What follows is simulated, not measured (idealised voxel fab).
A process module follows: voxel spacer lines.
The width of the displayed cross-section, cut, is 165 nm; its cells are square, with a size of 5 nm.
The cross-sections in this document take the form of a grid made of square cells. They are written out as bands, in order from top to bottom. Each band consists of one or more rows of cells.
Each band's line starts with the height of the band's top and of its bottom, in nm. Then come its materials from left to right, each with its width in nm. One material with "edge to edge" fills the band from edge to edge. "air" is empty space.
Height reference: 0 = level under which incoming wafer is all one material. Lowest band: no bottom, runs on downward, e.g. "0..down".
So if you see something like "30..40" for the width, read it as the top row of the band sitting at the first number and the bottom row at the second, with every row in between moving by the same amount as the last.
Basically "left unchanged" means that step didn't change any cell in the cross-section.
So "Unvented internal voids" is basically the list of trapped voids: any empty space of 8 cells or more that can't reach the top through an opening. They're written width x height at distance, the distance being from the left edge, and it's all nm.
Post-settings text on a step line: simulator's own remark regarding the step.
overlay nm: where the mask lay relative to plan, measured to the right, on steps with a mask; negatives go left.

These are the steps we planned for the process:
step 1: RECEIVE with material Si
step 2: CONFORMAL_DEP with material Al2O3, thk nm 5
step 3: DIRECTIONAL_DEP with material polySi, thk nm 20
step 4: DIRECTIONAL_DEP with material aC, thk nm 25
step 5: PATTERN with tone cover, mask id MANDREL, material resist, width nm 20, pitch nm 70, thk nm 35, overlay nm 0
step 6: DIRECTIONAL_ETCH with etch materials aC, depth nm 25
step 7: STRIP with etch materials resist
step 8: CONFORMAL_DEP with material SiO2, thk nm 15
step 9: DIRECTIONAL_ETCH with etch materials SiO2, depth nm 15
step 10: STRIP with etch materials aC
step 11: DIRECTIONAL_ETCH with etch materials polySi, depth nm 20
step 12: STRIP with etch materials SiO2

The following pertains to the first of two wafers, which was processed as planned:

Shown in cross-section is the wafer as received, that is, as it stands after step 1:
    0..down = Si edge to edge
    Unvented internal voids: none

After step 2: wafer cross-section:
    5..0 = Al2O3 edge to edge
    Lower than 0, everything is as it was.

After step 3: wafer cross-section:
    25..5 = polySi edge to edge
    Lower than 5, everything is as it was.

After step 4: wafer cross-section:
    50..25 = aC edge to edge
    Lower than 25, everything is as it was.

After step 5: wafer cross-section:
    85..50 = air=35 / resist=20 / air=50 / resist=20 / air=40
    Lower than 50, everything is as it was.

After step 6: wafer cross-section:
    60..50 = air=35 / resist=20 / air=50 / resist=20 / air=40
    50..25 = air=35 / aC=20 / air=50 / aC=20 / air=40
    Lower than 25, everything is as it was.

After step 7: wafer cross-section:
    50..25 = air=35 / aC=20 / air=50 / aC=20 / air=40
    Lower than 25, everything is as it was.

After step 8: wafer cross-section:
    65..50 = air=20 / SiO2=50 / air=20 / SiO2=50 / air=25
    50..40 = air=20 / SiO2=15 / aC=20 / SiO2=15 / air=20 / SiO2=15 / aC=20 / SiO2=15 / air=25
    40..25 = SiO2=35 / aC=20 / SiO2=50 / aC=20 / SiO2=40
    Lower than 25, everything is as it was.

After step 9: wafer cross-section:
    50..25 = air=20 / SiO2=15 / aC=20 / SiO2=15 / air=20 / SiO2=15 / aC=20 / SiO2=15 / air=25
    Lower than 25, everything is as it was.

After step 10: wafer cross-section:
    50..25 = air=20 / SiO2=15 / air=20 / SiO2=15 / air=20 / SiO2=15 / air=20 / SiO2=15 / air=25
    Lower than 25, everything is as it was.

After step 11: wafer cross-section:
    50..25 = air=20 / SiO2=15 / air=20 / SiO2=15 / air=20 / SiO2=15 / air=20 / SiO2=15 / air=25
    25..5 = air=20 / polySi=15 / air=20 / polySi=15 / air=20 / polySi=15 / air=20 / polySi=15 / air=25
    Lower than 5, everything is as it was.

After step 12: wafer cross-section:
    25..5 = air=20 / polySi=15 / air=20 / polySi=15 / air=20 / polySi=15 / air=20 / polySi=15 / air=25
    Lower than 5, everything is as it was.

For the second wafer, take the first wafer's start and plan, then add one mistake made in running it; everything through step 3, that step included, is shared with the first:

Cross-section of the second wafer at the time by which step 4 should have been completed according to the plan:
    50..25 = Al2O3 edge to edge
    Lower than 25, everything is as it was.

Cross-section of the second wafer at the time by which step 5 should have been completed according to the plan:
    85..50 = air=35 / resist=20 / air=50 / resist=20 / air=40
    Lower than 50, everything is as it was.

Cross-section of the second wafer at the time by which step 6 should have been completed according to the plan:
    60..50 = air=35 / resist=20 / air=50 / resist=20 / air=40
    Lower than 50, everything is as it was.

Cross-section of the second wafer at the time by which step 7 should have been completed according to the plan:
    50..25 = Al2O3 edge to edge
    Lower than 25, everything is as it was.

Cross-section of the second wafer at the time by which step 8 should have been completed according to the plan:
    65..50 = SiO2 edge to edge
    Lower than 50, everything is as it was.

Cross-section of the second wafer at the time by which step 9 should have been completed according to the plan:
    50..25 = Al2O3 edge to edge
    Lower than 25, everything is as it was.

Cross-section of the second wafer at the time by which step 10 should have been completed according to the plan: left unchanged

Cross-section of the second wafer at the time by which step 11 should have been completed according to the plan: left unchanged

Cross-section of the second wafer at the time by which step 12 should have been completed according to the plan: left unchanged
Diagnosis: step 4 was run on a setting that differed from the plan, and what really ran there is DIRECTIONAL_DEP with material Al2O3, thk nm 25
Heads up, by the end the second wafer has more or fewer cells of some materials compared to the first: Al2O3 +165; polySi +84
